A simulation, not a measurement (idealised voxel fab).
process module | voxel self aligned vias
Cross-section cut spans 235 nm and uses square cells 5 nm in size.
Format of a cross-section: grid, square cells. Given as bands. Order: top down. Band: one or more rows of cells. Band entry format. Leading values: height of top, height of bottom, nm. Remainder: materials in left-to-right order, each with its width in nm. Special words: "all across" on a single material, which then fills the band edge to edge; "blank", empty space. For the purposes of this specification, 0 denotes the height below which the wafer in its as-received condition is composed wholly of one material, and the lowermost band, lacking a lower limit, extends downward without end, as expressed in "z 0 and below". A width such as "30 to 40" changes by the same amount from each row of cells to the next, from the band's top row to its bottom row. Given "stayed the same" for a step, no cell of the cross-section differs between before and after that step. The entry "Enclosed cavity list" lists the empty spaces that cover at least 8 cells and have no open path to the top. Each is written as width x height at distance, where the distance is measured from the left edge and all three values are in nm. Past the settings on a step's line: simulator remark, on that step. The line of a step may include "overlay nm". On a step with a mask, this value is how far to the right of its planned place the mask lay. A negative value means the mask lay to the left.
[Process steps (planned)]
| 1 | RECEIVE (material Si) |
| 2 | CONFORMAL_DEP (material SiO2; thk nm 10) |
| 3 | CONFORMAL_DEP (material SiCN; thk nm 5) |
| 4 | DIRECTIONAL_DEP (material SiO2; thk nm 30) |
| 5 | MASKED_ETCH (tone open; mask id LINES; width nm 25; pitch nm 70; etch materials SiO2; depth nm 30; overlay nm 0) |
| 6 | CONFORMAL_DEP (material TiN; thk nm 5) |
| 7 | FILL_DEP (material Ru; thk nm 5) |
| 8 | CMP (height nm 45) |
| 9 | SELECTIVE_ETCH (etch materials W Ru TiN; depth nm 10) |
| 10 | FILL_DEP (material SiN; thk nm 10) |
| 11 | CMP (height nm 45) |
| 12 | DIRECTIONAL_DEP (material SiO2; thk nm 15) |
| 13 | DIRECTIONAL_DEP (material aC; thk nm 10) |
| 14 | PATTERN (tone open; mask id VIAS; material resist; width nm 45; pitch nm 70; thk nm 30; overlay nm 0) |
| 15 | DIRECTIONAL_ETCH (etch materials aC; depth nm 10) |
| 16 | STRIP (etch materials resist) |
| 17 | DIRECTIONAL_ETCH (etch materials SiO2; depth nm 15) |
| 18 | DIRECTIONAL_ETCH (etch materials SiN; depth nm 10) |
| 19 | STRIP (etch materials aC) |
| 20 | CONFORMAL_DEP (material TiN; thk nm 5) |
| 21 | FILL_DEP (material W; thk nm 10) |
| 22 | CMP (height nm 60) |
| 23 | CONFORMAL_DEP (material SiN; thk nm 5) |
[This is the cross-section of the wafer as we received it, i.e. after step 1]
  z 0 and below  Si all across
  Enclosed cavity list: none
[Here's the cross-section of the first of our two wafers at the end of the module - it ran as planned]
  z 65 to 60  SiN all across
  z 60 to 50  SiO2 (60), then TiN (5), then W (35), then TiN (5), then SiO2 (25), then TiN (5), then W (35), then TiN (5), then SiO2 (60)
  z 50 to 40  SiO2 (60 to 70), then TiN (15 to 5), then W (15), then TiN (15 to 5), then SiO2 (25 to 45), then TiN (15 to 5), then W (15), then TiN (15 to 5), then SiO2 (60 to 70)
  z 40 to 35  SiO2 (70), then TiN (25), then SiO2 (45), then TiN (25), then SiO2 (70)
  z 35 to 20  SiO2 (70), then TiN (5), then Ru (15), then TiN (5), then SiO2 (45), then TiN (5), then Ru (15), then TiN (5), then SiO2 (70)
  z 20 to 15  SiO2 (70), then TiN (25), then SiO2 (45), then TiN (25), then SiO2 (70)
  z 15 to 10  SiCN all across
  z 10 to 0  SiO2 all across
  z 0 and below  Si all across
  Enclosed cavity list: none
[Second wafer cross-section at end of module - shared start and plan with the first, one mistake in the run]
  z 65 to 60  SiN all across
  z 60 to 50  SiO2 (65), then TiN (5), then W (35), then TiN (5), then SiO2 (25), then TiN (5), then W (35), then TiN (5), then SiO2 (55)
  z 50 to 40  SiO2 (65 to 70), then TiN (10 to 5), then W (15), then TiN (20 to 5), then SiO2 (25 to 45), then TiN (10 to 5), then W (15), then TiN (20 to 5), then SiO2 (55 to 70)
  z 40 to 35  SiO2 (70), then TiN (25), then SiO2 (45), then TiN (25), then SiO2 (70)
  z 35 to 20  SiO2 (70), then TiN (5), then Ru (15), then TiN (5), then SiO2 (45), then TiN (5), then Ru (15), then TiN (5), then SiO2 (70)
  z 20 to 15  SiO2 (70), then TiN (25), then SiO2 (45), then TiN (25), then SiO2 (70)
  z 15 to 10  SiCN all across
  z 10 to 0  SiO2 all across
  z 0 and below  Si all across
  Enclosed cavity list: none
What was the processing mistake? it should be noted that step 14 was executed with settings other than those planned, the operation and settings actually applied being PATTERN (tone open; mask id VIAS; material resist; width nm 45; pitch nm 70; thk nm 30; overlay nm 5)
Tallied in cells, the final second wafer holds each material in the same quantity as the first, although not at the same places.
